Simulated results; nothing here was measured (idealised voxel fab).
Documented hereafter: the process module known as voxel self aligned vias.
The width of the displayed cross-section, cut, is 140 nm; its cells are square, with a size of 5 nm.
Format of a cross-section: grid, square cells. Given as bands. Order: top down. Band: one or more rows of cells. Heads up on the band format: heights come first, top then bottom, in nm. After that it's the materials left to right, each with its width in nm. A single material flagged "full width" fills the whole band edge to edge, and "empty" means there's empty space there. Where do heights start? At 0: under that level the wafer as delivered is made of one material only. And the lowest band has no floor; it just carries on downward, as in "0 nm and below". A width such as "30->40" changes by the same amount from each row of cells to the next, from the band's top row to its bottom row. Take "nothing got changed" at face value: in the step it is given for, the cross-section changed in none of its cells. Look at "Enclosed internal cavities" for the closed voids: empty spaces with no open path to the top, sized 8 cells or up. Each is width x height at distance, distance from the left edge, all nm. Read whatever lies past the settings on a step's line as the simulator's own remark about the step. What "overlay nm" on a step's line means: if the step has a mask, that mask lay this far to the right of its planned place, or, when the value is negative, to the left.

# plan
1) RECEIVE: material Si
2) CONFORMAL_DEP: material SiO2, thk nm 15
3) CONFORMAL_DEP: material SiCN, thk nm 5
4) DIRECTIONAL_DEP: material SiO2, thk nm 30
5) DIRECTIONAL_DEP: material aC, thk nm 10
6) PATTERN: tone open, mask id LINES, material resist, width nm 25, pitch nm 60, thk nm 30, overlay nm 0
7) DIRECTIONAL_ETCH: etch materials aC, depth nm 10
8) STRIP: etch materials resist
9) DIRECTIONAL_ETCH: etch materials SiO2, depth nm 30
10) STRIP: etch materials aC
11) CONFORMAL_DEP: material TiN, thk nm 5
12) FILL_DEP: material W, thk nm 10
13) CMP: height nm 50
14) SELECTIVE_ETCH: etch materials W Ru TiN, depth nm 5
15) FILL_DEP: material SiN, thk nm 10
16) CMP: height nm 50
17) DIRECTIONAL_DEP: material SiO2, thk nm 20
18) DIRECTIONAL_DEP: material aC, thk nm 15
19) PATTERN: tone open, mask id VIAS, material resist, width nm 35, thk nm 35, overlay nm 0
20) DIRECTIONAL_ETCH: etch materials aC, depth nm 15
21) STRIP: etch materials resist
22) DIRECTIONAL_ETCH: etch materials SiO2, depth nm 20
23) DIRECTIONAL_ETCH: etch materials SiN, depth nm 5
24) STRIP: etch materials aC
25) CONFORMAL_DEP: material TiN, thk nm 5
26) FILL_DEP: material Ru, thk nm 10
27) CMP: height nm 70
28) CONFORMAL_DEP: material SiN, thk nm 5

# The first of a set of two wafers, run to plan

# The cross-section here shows the wafer as received, i.e. in its state after step 1
> 0 nm and below: Si full width
> Enclosed internal cavities: none

# So this is the wafer cross-section right after step 2
> 15 nm to 0 nm: SiO2 full width
> Beneath the level 0, the cross-section is identical to its previous state.

# So this is the wafer cross-section right after step 3
> 20 nm to 15 nm: SiCN full width
> Beneath the level 15, the cross-section is identical to its previous state.

# So this is the wafer cross-section right after step 4
> 50 nm to 20 nm: SiO2 full width
> Beneath the level 20, the cross-section is identical to its previous state.

# So this is the wafer cross-section right after step 5
> 60 nm to 50 nm: aC full width
> Beneath the level 50, the cross-section is identical to its previous state.

# So this is the wafer cross-section right after step 6
> 90 nm to 60 nm: 25 resist, 25 empty, 35 resist, 25 empty, 30 resist
> Beneath the level 60, the cross-section is identical to its previous state.

# So this is the wafer cross-section right after step 7
> 80 nm to 60 nm: 25 resist, 25 empty, 35 resist, 25 empty, 30 resist
> 60 nm to 50 nm: 25 aC, 25 empty, 35 aC, 25 empty, 30 aC
> Beneath the level 50, the cross-section is identical to its previous state.

# So this is the wafer cross-section right after step 8
> 60 nm to 50 nm: 25 aC, 25 empty, 35 aC, 25 empty, 30 aC
> Beneath the level 50, the cross-section is identical to its previous state.

# So this is the wafer cross-section right after step 9
> 60 nm to 50 nm: 25 aC, 25 empty, 35 aC, 25 empty, 30 aC
> 50 nm to 20 nm: 25 SiO2, 25 empty, 35 SiO2, 25 empty, 30 SiO2
> Beneath the level 20, the cross-section is identical to its previous state.

# So this is the wafer cross-section right after step 10
> 50 nm to 20 nm: 25 SiO2, 25 empty, 35 SiO2, 25 empty, 30 SiO2
> Beneath the level 20, the cross-section is identical to its previous state.

# So this is the wafer cross-section right after step 11
> 55 nm to 50 nm: 30 TiN, 15 empty, 45 TiN, 15 empty, 35 TiN
> 50 nm to 25 nm: 25 SiO2, 5 TiN, 15 empty, 5 TiN, 35 SiO2, 5 TiN, 15 empty, 5 TiN, 30 SiO2
> 25 nm to 20 nm: 25 SiO2, 25 TiN, 35 SiO2, 25 TiN, 30 SiO2
> Beneath the level 20, the cross-section is identical to its previous state.

# So this is the wafer cross-section right after step 12
> 65 nm to 55 nm: W full width
> 55 nm to 50 nm: 30 TiN, 15 W, 45 TiN, 15 W, 35 TiN
> 50 nm to 25 nm: 25 SiO2, 5 TiN, 15 W, 5 TiN, 35 SiO2, 5 TiN, 15 W, 5 TiN, 30 SiO2
> Beneath the level 25, the cross-section is identical to its previous state.

# So this is the wafer cross-section right after step 13
> 50 nm to 25 nm: 25 SiO2, 5 TiN, 15 W, 5 TiN, 35 SiO2, 5 TiN, 15 W, 5 TiN, 30 SiO2
> Beneath the level 25, the cross-section is identical to its previous state.

# So this is the wafer cross-section right after step 14
> 50 nm to 45 nm: 25 SiO2, 25 empty, 35 SiO2, 25 empty, 30 SiO2
> Beneath the level 45, the cross-section is identical to its previous state.

# So this is the wafer cross-section right after step 15
> 60 nm to 50 nm: SiN full width
> 50 nm to 45 nm: 25 SiO2, 25 SiN, 35 SiO2, 25 SiN, 30 SiO2
> Beneath the level 45, the cross-section is identical to its previous state.

# So this is the wafer cross-section right after step 16
> 50 nm to 45 nm: 25 SiO2, 25 SiN, 35 SiO2, 25 SiN, 30 SiO2
> Beneath the level 45, the cross-section is identical to its previous state.

# So this is the wafer cross-section right after step 17
> 70 nm to 50 nm: SiO2 full width
> Beneath the level 50, the cross-section is identical to its previous state.

# So this is the wafer cross-section right after step 18
> 85 nm to 70 nm: aC full width
> Beneath the level 70, the cross-section is identical to its previous state.

# So this is the wafer cross-section right after step 19
> 120 nm to 85 nm: 20 resist, 35 empty, 85 resist
> Beneath the level 85, the cross-section is identical to its previous state.

# So this is the wafer cross-section right after step 20
> 105 nm to 85 nm: 20 resist, 35 empty, 85 resist
> 85 nm to 70 nm: 20 aC, 35 empty, 85 aC
> Beneath the level 70, the cross-section is identical to its previous state.

# So this is the wafer cross-section right after step 21
> 85 nm to 70 nm: 20 aC, 35 empty, 85 aC
> Beneath the level 70, the cross-section is identical to its previous state.

# So this is the wafer cross-section right after step 22
> 85 nm to 70 nm: 20 aC, 35 empty, 85 aC
> 70 nm to 50 nm: 20 SiO2, 35 empty, 85 SiO2
> Beneath the level 50, the cross-section is identical to its previous state.

# So this is the wafer cross-section right after step 23
> 85 nm to 70 nm: 20 aC, 35 empty, 85 aC
> 70 nm to 50 nm: 20 SiO2, 35 empty, 85 SiO2
> 50 nm to 45 nm: 25 SiO2, 25 empty, 35 SiO2, 25 SiN, 30 SiO2
> Beneath the level 45, the cross-section is identical to its previous state.

# So this is the wafer cross-section right after step 24
> 70 nm to 50 nm: 20 SiO2, 35 empty, 85 SiO2
> Beneath the level 50, the cross-section is identical to its previous state.

# So this is the wafer cross-section right after step 25
> 75 nm to 70 nm: 25 TiN, 25 empty, 90 TiN
> 70 nm to 55 nm: 20 SiO2, 5 TiN, 25 empty, 5 TiN, 85 SiO2
> 55 nm to 50 nm: 20 SiO2, 10 TiN, 15 empty, 10 TiN, 85 SiO2
> 50 nm to 45 nm: 25 SiO2, 25 TiN, 35 SiO2, 25 SiN, 30 SiO2
> Beneath the level 45, the cross-section is identical to its previous state.

# So this is the wafer cross-section right after step 26
> 85 nm to 75 nm: Ru full width
> 75 nm to 70 nm: 25 TiN, 25 Ru, 90 TiN
> 70 nm to 55 nm: 20 SiO2, 5 TiN, 25 Ru, 5 TiN, 85 SiO2
> 55 nm to 50 nm: 20 SiO2, 10 TiN, 15 Ru, 10 TiN, 85 SiO2
> Beneath the level 50, the cross-section is identical to its previous state.

# So this is the wafer cross-section right after step 27
> 70 nm to 55 nm: 20 SiO2, 5 TiN, 25 Ru, 5 TiN, 85 SiO2
> Beneath the level 55, the cross-section is identical to its previous state.

# So this is the wafer cross-section right after step 28
> 75 nm to 70 nm: SiN full width
> Beneath the level 70, the cross-section is identical to its previous state.

# second wafer: like start, like plan, one mistake. Through step 24 it matches the first wafer

# Cross-section of the second wafer at the time by which step 25 should have been completed according to the plan
> 75 nm to 70 nm: 25 SiCN, 25 empty, 90 SiCN
> 70 nm to 55 nm: 20 SiO2, 5 SiCN, 25 empty, 5 SiCN, 85 SiO2
> 55 nm to 50 nm: 20 SiO2, 10 SiCN, 15 empty, 10 SiCN, 85 SiO2
> 50 nm to 45 nm: 25 SiO2, 25 SiCN, 35 SiO2, 25 SiN, 30 SiO2
> Beneath the level 45, the cross-section is identical to its previous state.

# Cross-section of the second wafer at the time by which step 26 should have been completed according to the plan
> 85 nm to 75 nm: Ru full width
> 75 nm to 70 nm: 25 SiCN, 25 Ru, 90 SiCN
> 70 nm to 55 nm: 20 SiO2, 5 SiCN, 25 Ru, 5 SiCN, 85 SiO2
> 55 nm to 50 nm: 20 SiO2, 10 SiCN, 15 Ru, 10 SiCN, 85 SiO2
> Beneath the level 50, the cross-section is identical to its previous state.

# Cross-section of the second wafer at the time by which step 27 should have been completed according to the plan
> 70 nm to 55 nm: 20 SiO2, 5 SiCN, 25 Ru, 5 SiCN, 85 SiO2
> Beneath the level 55, the cross-section is identical to its previous state.

# Cross-section of the second wafer at the time by which step 28 should have been completed according to the plan
> 75 nm to 70 nm: SiN full width
> Beneath the level 70, the cross-section is identical to its previous state.
Plan not followed: rather than as planned, step 25 actually ran as CONFORMAL_DEP: material SiCN, thk nm 5
In the final state, the cell counts of the second wafer exceed or fall short of those of the first for the following materials: +15 SiCN, -15 TiN
